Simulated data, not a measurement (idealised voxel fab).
The process module that follows is named voxel released beams.
The figure presents cross-section cut, which has a width of 140 nm and is divided into square cells with an edge length of 5 nm.
In this document a cross-section is written as a grid of square cells. It is given as a series of bands, listed from the top down, and a band is one or more rows of cells.
First you get the band's top height and its bottom height, in nm, and then the materials it's made of, left to right, with each width in nm. If you see a single material with "all across", that one covers the band edge to edge. "air" is empty space.
Height 0 is the level under which the wafer as received is all one material. The lowest band goes on downwards, as in "0 and below".
With a width like "30->40", each row of cells in the band differs from the next by the same amount, the top row carrying the first number and the bottom row the second.
"remains unaltered" after a step means that no cell of the cross-section changed.
Heads up: "Closed empty spaces" only lists the empty pockets with no open path to the top that are 8 cells or more, and it writes them as width x height at distance, distance from the left edge, in nm.
Formally, on a step line, whatever follows the settings is a remark that the simulator itself makes on the step.
For masked steps, "overlay nm" on the step line gives how far right of plan the mask actually lay; a minus sign means it lay to the left.

SO HERE'S THE LINEUP OF PROCESS STEPS WE PLANNED
- 1: RECEIVE, material Si
- 2: CONFORMAL_DEP, material Al2O3, thk nm 10
- 3: DIRECTIONAL_DEP, material SiO2, thk nm 20
- 4: DIRECTIONAL_DEP, material aC, thk nm 10
- 5: PATTERN, tone open, mask id ANCHOR, material resist, width nm 35, thk nm 25, overlay nm 0
- 6: DIRECTIONAL_ETCH, etch materials aC, depth nm 10
- 7: STRIP, etch materials resist
- 8: DIRECTIONAL_ETCH, etch materials SiO2, depth nm 20
- 9: STRIP, etch materials aC
- 10: CONFORMAL_DEP, material W, thk nm 15
- 11: MASKED_ETCH, tone cover, mask id BEAM, width nm 105, etch materials W, depth nm 15, overlay nm 0
- 12: STRIP, etch materials SiO2

FIRST OUT OF TWO WAFERS; RUN WENT TO PLAN

WAFER CROSS-SECTION ON RECEIPT, I.E. AFTER STEP 1
	0 and below | Si all across
	Closed empty spaces: none

AFTER STEP 2, IN CROSS-SECTION
	10 down to 0 | Al2O3 all across
	Rest of section, below 0: as before.

AFTER STEP 3, IN CROSS-SECTION
	30 down to 10 | SiO2 all across
	Rest of section, below 10: as before.

AFTER STEP 4, IN CROSS-SECTION
	40 down to 30 | aC all across
	Rest of section, below 30: as before.

AFTER STEP 5, IN CROSS-SECTION
	65 down to 40 | resist=20  air=35  resist=85
	Rest of section, below 40: as before.

AFTER STEP 6, IN CROSS-SECTION
	55 down to 40 | resist=20  air=35  resist=85
	40 down to 30 | aC=20  air=35  aC=85
	Rest of section, below 30: as before.

AFTER STEP 7, IN CROSS-SECTION
	40 down to 30 | aC=20  air=35  aC=85
	Rest of section, below 30: as before.

AFTER STEP 8, IN CROSS-SECTION
	40 down to 30 | aC=20  air=35  aC=85
	30 down to 10 | SiO2=20  air=35  SiO2=85
	Rest of section, below 10: as before.

AFTER STEP 9, IN CROSS-SECTION
	30 down to 10 | SiO2=20  air=35  SiO2=85
	Rest of section, below 10: as before.

AFTER STEP 10, IN CROSS-SECTION
	45 down to 30 | W=35  air=5  W=100
	30 down to 25 | SiO2=20  W=15  air=5  W=15  SiO2=85
	25 down to 10 | SiO2=20  W=35  SiO2=85
	Rest of section, below 10: as before.

AFTER STEP 11, IN CROSS-SECTION
	45 down to 30 | air=15  W=20  air=5  W=80  air=20
	Rest of section, below 30: as before.

AFTER STEP 12, IN CROSS-SECTION
	45 down to 30 | air=15  W=20  air=5  W=80  air=20
	30 down to 25 | air=20  W=15  air=5  W=15  air=85
	25 down to 10 | air=20  W=35  air=85
	Rest of section, below 10: as before.

THE SECOND WAFER: IDENTICAL TO THE FIRST AT THE OUTSET AND IN ITS PLANNED SEQUENCE, DIFFERING ONLY IN THAT ONE MISTAKE WAS MADE DURING PROCESSING; UP TO AND INCLUDING STEP 10, ITS PATH IS THE FIRST WAFER'S PATH

AT THE PLANNED END OF STEP 11, THE SECOND WAFER IN CROSS-SECTION
	45 down to 30 | W=15  air=105  W=20
	30 down to 10 | SiO2=20  W=15  air=5  W=15  SiO2=85
	Rest of section, below 10: as before.

AT THE PLANNED END OF STEP 12, THE SECOND WAFER IN CROSS-SECTION
	30 down to 10 | air=20  W=15  air=5  W=15  air=85
	Rest of section, below 10: as before.
Heads up, the wafer didn't run the way we planned it: step 11 ran differently from the plan; actual operation with settings: MASKED_ETCH, tone open, mask id BEAM, width nm 105, etch materials W, depth nm 15, overlay nm 0
Count the cells at the end and the second wafer has more or fewer of some materials than the first: -63 W
